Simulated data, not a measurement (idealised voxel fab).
Herein follows the process module entitled voxel self aligned contacts.
Section cut is 230 nm wide and gridded with 5 nm square cells.
Cross-section layout: square cells on a grid; listed as bands, top to bottom; a band spans one or more cell rows.
Heads up on the band format: heights come first, top then bottom, in nm. After that it's the materials left to right, each with its width in nm. A single material flagged "all across" fills the whole band edge to edge, and "blank" means there's empty space there.
Heights are measured from 0, the level below which the as-received wafer is all one material; the lowest band has no bottom and continues downward, written as in "0 -> down".
The expression "30->40" gives the width at the extremes of the band, the first number at its top row of cells and the second at its bottom row, with the width changing by equal amounts from each row to the next in between.
Any step labelled "all unchanged" changed none of the cells in the cross-section.
"Unvented cavities": sealed empty spaces, 8 cells or more, no open way to top, listed width x height at distance, with distance from the left edge and width, height and distance in nm.
Anything after a step's settings on that line? It's the simulator's own note about the step.
"overlay nm", when on a step's line for a step with a mask, measures how far to the right of its planned place the mask lay; a negative measure means to the left.
THESE ARE THE STEPS WE PLANNED FOR THE PROCESS
step 1: RECEIVE,material Si
step 2: OXIDIZE,depth nm 5
step 3: DIRECTIONAL_DEP,material polySi,thk nm 30
step 4: DIRECTIONAL_DEP,material SiN,thk nm 20
step 5: MASKED_ETCH,tone cover,mask id GATE,width nm 25,pitch nm 55,etch materials SiN,depth nm 20,overlay nm 0
step 6: MASKED_ETCH,tone cover,mask id GATE,width nm 25,pitch nm 55,etch materials polySi,depth nm 30,overlay nm 0
step 7: CONFORMAL_DEP,material SiN,thk nm 5
step 8: DIRECTIONAL_ETCH,etch materials SiN,depth nm 5
step 9: FILL_DEP,material SiO2,thk nm 15
step 10: CMP,height nm 60
step 11: PATTERN,tone open,mask id CONTACT,material resist,width nm 40,thk nm 15,overlay nm 0
step 12: DIRECTIONAL_ETCH,etch materials SiO2,depth nm 65
step 13: STRIP,etch materials resist
step 14: CONFORMAL_DEP,material TiN,thk nm 5
step 15: FILL_DEP,material Ru,thk nm 10
step 16: CMP,height nm 60
step 17: CONFORMAL_DEP,material SiCN,thk nm 5
SHOWN IN CROSS-SECTION IS THE WAFER AS RECEIVED, THAT IS, AS IT STANDS AFTER STEP 1
> 0 -> down  Si all across
> Unvented cavities: none
THIS IS HOW THE WAFER LOOKS IN CROSS-SECTION ONCE THE MODULE IS DONE, GIVEN THE STARTING STATE AND PLAN ABOVE AND ONE MISTAKE IN CARRYING THE PLAN OUT
> 65 -> 60  SiCN all across
> 60 -> 55  SiO2 95 nm | TiN 15 nm | Ru 10 nm | TiN 15 nm | SiO2 95 nm
> 55 -> 40  SiO2 70 nm | SiN 35 nm | TiN 5 nm | Ru 10 nm | TiN 5 nm | SiN 35 nm | SiO2 70 nm
> 40 -> 35  SiO2 70 nm | SiN 35 nm | TiN 20 nm | SiN 35 nm | SiO2 70 nm
> 35 -> 30  SiN all across
> 30 -> 0  polySi all across
> 0 -> -5  SiO2 all across
> -5 -> down  Si all across
> Unvented cavities: none
Which mistake was made when the wafer was run? step 4 was not run as planned; what actually ran was DIRECTIONAL_DEP,material SiN,thk nm 25
